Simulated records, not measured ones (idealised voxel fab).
Process module heading - voxel ribs on slabs
Section cut is 225 nm wide and gridded with 5 nm square cells.
Cross-section = grid of square cells, listed top down in bands; band = one or more rows.
Band entry format. Leading values: height of top, height of bottom, nm. Remainder: materials in left-to-right order, each with its width in nm. Special words: "full width" on a single material, which then fills the band edge to edge; "air", empty space.
The level at which height equals 0 is the one under which the wafer, as it arrives, is entirely one material. No lower edge exists for the bottom band, which continues downward and is notated as in "top 0, no bottom".
A width such as "30 to 40" changes by the same amount from each row of cells to the next, from the band's top row to its bottom row.
Take "no change" at face value: in the step it is given for, the cross-section changed in none of its cells.
Closed empty spaces (no open way to the top) of 8 cells or more are what "Sealed void listing" lists, each as width x height at distance from the left edge, nm for all three.
Read whatever lies past the settings on a step's line as the simulator's own remark about the step.
overlay nm: mask offset rightward from planned place, masked step; negative means leftward offset.
Here's what the planned process steps look like:
step 1: RECEIVE [material Si]
step 2: DIRECTIONAL_DEP [material SiO2] [thk nm 30]
step 3: DIRECTIONAL_DEP [material SiN] [thk nm 25]
step 4: PATTERN [tone cover] [mask id RIB] [material resist] [width nm 20] [thk nm 20] [overlay nm 0]
step 5: DIRECTIONAL_ETCH [etch materials SiN] [depth nm 10]
step 6: STRIP [etch materials resist]
step 7: MASKED_ETCH [tone cover] [mask id SLAB] [width nm 80] [etch materials SiN] [depth nm 15] [overlay nm 0]
step 8: FILL_DEP [material SiO2] [thk nm 25]
step 9: CMP [height nm 70]
step 10: DIRECTIONAL_DEP [material TiN] [thk nm 10]
step 11: PATTERN [tone cover] [mask id HEATER] [material resist] [width nm 30] [thk nm 15] [overlay nm 0]
step 12: DIRECTIONAL_ETCH [etch materials TiN] [depth nm 10]
step 13: STRIP [etch materials resist]
step 14: CONFORMAL_DEP [material SiO2] [thk nm 5]
Incoming wafer in cross-section (state: after step 1):
- top 0, no bottom = Si full width
- Sealed void listing: none
First of two wafers, end-of-module section, run followed plan:
- top 85, bottom 80 = air 90 nm, then SiO2 40 nm, then air 95 nm
- top 80, bottom 75 = air 90 nm, then SiO2 5 nm, then TiN 30 nm, then SiO2 5 nm, then air 95 nm
- top 75, bottom 70 = SiO2 95 nm, then TiN 30 nm, then SiO2 100 nm
- top 70, bottom 55 = SiO2 full width
- top 55, bottom 45 = SiO2 100 nm, then SiN 20 nm, then SiO2 105 nm
- top 45, bottom 30 = SiO2 70 nm, then SiN 80 nm, then SiO2 75 nm
- top 30, bottom 0 = SiO2 full width
- top 0, no bottom = Si full width
- Sealed void listing: none
Cross-sectional image of the second wafer of the two following completion of the module. Starting state and process plan were the same as for the first wafer; one execution error occurred:
- top 85, bottom 80 = air 90 nm, then SiO2 40 nm, then air 95 nm
- top 80, bottom 75 = air 90 nm, then SiO2 5 nm, then TiN 30 nm, then SiO2 5 nm, then air 95 nm
- top 75, bottom 70 = SiO2 95 nm, then TiN 30 nm, then SiO2 100 nm
- top 70, bottom 25 = SiO2 full width
- top 25, bottom 0 = SiN full width
- top 0, no bottom = Si full width
- Sealed void listing: none
what went wrong: note: step 2 <-> step 3, run order reversed vs plan
Final cells, second wafer relative to first, materials higher or lower: SiN +169; SiO2 -169
